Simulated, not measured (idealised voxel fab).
Proc. module: voxel capacitor over wiring
Section shown: cut. Width: 220 nm. Cell size: 5 nm, square.
Cross-section format: a grid of square cells, given as bands from top to bottom; each band is one or more rows of cells.
Band: top height; bottom height; in nm. Then, left to right: material with width in nm, for each material. "edge to edge": a single material spanning edge to edge. "empty": empty space.
It should be noted that heights are counted from 0, beneath which the wafer as supplied is of one material throughout, and that the lowest band possesses no lower boundary but continues downward, as written in "0 down".
So if you see something like "30..40" for the width, read it as the top row of the band sitting at the first number and the bottom row at the second, with every row in between moving by the same amount as the last.
"nothing was modified" (step): cross-section cells unchanged, all of them.
You'll see "Enclosed void inventory" listing empty spaces that have no way open to the top, as long as they're 8 cells or more; the notation is width x height at distance, where the distance is from the left edge, and all of it is in nm.
Step line, after settings: the simulator's comment on this step.
When a step includes a mask, the "overlay nm" setting on its line states how far to the right of its planned place that mask lay, and negative values state how far to the left.

Process steps foreseen in the plan
1 RECEIVE [material Si]
2 CONFORMAL_DEP [material SiO2] [thk nm 15]
3 DIRECTIONAL_DEP [material TiN] [thk nm 5]
4 DIRECTIONAL_DEP [material W] [thk nm 20]
5 DIRECTIONAL_DEP [material aC] [thk nm 10]
6 PATTERN [tone cover] [mask id METAL_1] [material resist] [width nm 20] [pitch nm 70] [thk nm 30] [overlay nm 0]
7 DIRECTIONAL_ETCH [etch materials aC] [depth nm 10]
8 STRIP [etch materials resist]
9 DIRECTIONAL_ETCH [etch materials W] [depth nm 20]
10 DIRECTIONAL_ETCH [etch materials TiN] [depth nm 5]
11 STRIP [etch materials aC]
12 CONFORMAL_DEP [material SiCN] [thk nm 5]
13 FILL_DEP [material lowk] [thk nm 5]
14 CMP [height nm 40]
15 CONFORMAL_DEP [material SiCN] [thk nm 5]
16 DIRECTIONAL_DEP [material lowk] [thk nm 20]
17 PATTERN [tone open] [mask id PLUG_1] [material resist] [width nm 15] [thk nm 20] [overlay nm -15]
18 DIRECTIONAL_ETCH [etch materials lowk] [depth nm 20]
19 DIRECTIONAL_ETCH [etch materials SiCN] [depth nm 5]
20 STRIP [etch materials resist]
21 CONFORMAL_DEP [material TiN] [thk nm 5]
22 FILL_DEP [material Ru] [thk nm 5]
23 CMP [height nm 65]
24 DIRECTIONAL_DEP [material TiN] [thk nm 10]
25 DIRECTIONAL_DEP [material HfO2] [thk nm 5]
26 DIRECTIONAL_DEP [material TiN] [thk nm 10]
27 PATTERN [tone cover] [mask id UPPER_PLATE] [material resist] [width nm 55] [thk nm 15] [overlay nm 0]
28 DIRECTIONAL_ETCH [etch materials TiN] [depth nm 10]
29 DIRECTIONAL_ETCH [etch materials HfO2] [depth nm 5]
30 STRIP [etch materials resist]
31 PATTERN [tone cover] [mask id LOWER_PLATE] [material resist] [width nm 65] [thk nm 15] [overlay nm 0]
32 DIRECTIONAL_ETCH [etch materials TiN] [depth nm 10]
33 STRIP [etch materials resist]
34 FILL_DEP [material SiO2] [thk nm 15]
35 CMP [height nm 100]
36 DIRECTIONAL_DEP [material aC] [thk nm 15]
37 PATTERN [tone open] [mask id PLUG_2] [material resist] [width nm 15] [thk nm 30] [overlay nm 0]
38 DIRECTIONAL_ETCH [etch materials aC] [depth nm 15]
39 STRIP [etch materials resist]
40 DIRECTIONAL_ETCH [etch materials SiO2] [depth nm 10]
41 STRIP [etch materials aC]
42 CONFORMAL_DEP [material TiN] [thk nm 5]
43 FILL_DEP [material Cu] [thk nm 10]
44 CMP [height nm 100]
45 CONFORMAL_DEP [material SiN] [thk nm 5]
Don't read the plan's overlay nm for step 17 as applying to every wafer: that's the first wafer's value, and the wafers differ in it, though they all start identical.

Cross-section of the first of several received wafers, showing its state after step 1
  0 down = Si edge to edge
  Enclosed void inventory: none

Cross-sectional representation of the first of several wafers at the end of the module, i.e. after its terminal step, step 45
  105 to 100 = SiN edge to edge
  100 to 95 = SiO2 (80) / TiN (5) / Cu (5) / TiN (5) / SiO2 (125)
  95 to 90 = SiO2 (80) / TiN (15) / SiO2 (125)
  90 to 80 = SiO2 (70) / TiN (55) / SiO2 (95)
  80 to 75 = SiO2 (70) / HfO2 (55) / SiO2 (95)
  75 to 65 = SiO2 (65) / TiN (65) / SiO2 (90)
  65 to 45 = lowk (55) / TiN (5) / Ru (5) / TiN (5) / lowk (150)
  45 to 40 = SiCN (55) / TiN (15) / SiCN (150)
  40 to 20 = lowk (60) / SiCN (5) / W (20) / SiCN (5) / lowk (40) / SiCN (5) / W (20) / SiCN (5) / lowk (60)
  20 to 15 = SiCN (65) / TiN (20) / SiCN (50) / TiN (20) / SiCN (65)
  15 to 0 = SiO2 edge to edge
  0 down = Si edge to edge
  Enclosed void inventory: none

Showing the last wafer in cross-section at the end of the module
  105 to 100 = SiN edge to edge
  100 to 95 = SiO2 (80) / TiN (5) / Cu (5) / TiN (5) / SiO2 (125)
  95 to 90 = SiO2 (80) / TiN (15) / SiO2 (125)
  90 to 80 = SiO2 (70) / TiN (55) / SiO2 (95)
  80 to 75 = SiO2 (70) / HfO2 (55) / SiO2 (95)
  75 to 65 = SiO2 (65) / TiN (65) / SiO2 (90)
  65 to 45 = lowk (85) / TiN (5) / Ru (5) / TiN (5) / lowk (120)
  45 to 40 = SiCN (85) / TiN (15) / SiCN (120)
  40 to 20 = lowk (60) / SiCN (5) / W (20) / SiCN (5) / lowk (40) / SiCN (5) / W (20) / SiCN (5) / lowk (60)
  20 to 15 = SiCN (65) / TiN (20) / SiCN (50) / TiN (20) / SiCN (65)
  15 to 0 = SiO2 edge to edge
  0 down = Si edge to edge
  Enclosed void inventory: none

Where each wafer stands at the end of the module, a row apiece: cells of each material gained (+) or lost (-) since it was received, then closed voids
overlay nm -15; +1 Cu; +11 HfO2; +4 Ru; +93 SiCN; +44 SiN; +375 SiO2; +72 TiN; +32 W; +292 lowk; Enclosed void inventory: none
overlay nm -10; +1 Cu; +11 HfO2; +4 Ru; +93 SiCN; +44 SiN; +375 SiO2; +72 TiN; +32 W; +292 lowk; Enclosed void inventory: none
overlay nm -5; +1 Cu; +11 HfO2; +4 Ru; +93 SiCN; +44 SiN; +375 SiO2; +72 TiN; +32 W; +292 lowk; Enclosed void inventory: none
overlay nm 0; +1 Cu; +11 HfO2; +4 Ru; +93 SiCN; +44 SiN; +375 SiO2; +72 TiN; +32 W; +292 lowk; Enclosed void inventory: none
overlay nm 5; +1 Cu; +11 HfO2; +4 Ru; +93 SiCN; +44 SiN; +375 SiO2; +72 TiN; +32 W; +292 lowk; Enclosed void inventory: none
overlay nm 10; +1 Cu; +11 HfO2; +4 Ru; +93 SiCN; +44 SiN; +375 SiO2; +72 TiN; +32 W; +292 lowk; Enclosed void inventory: none
overlay nm 15; +1 Cu; +11 HfO2; +4 Ru; +93 SiCN; +44 SiN; +375 SiO2; +72 TiN; +32 W; +292 lowk; Enclosed void inventory: none
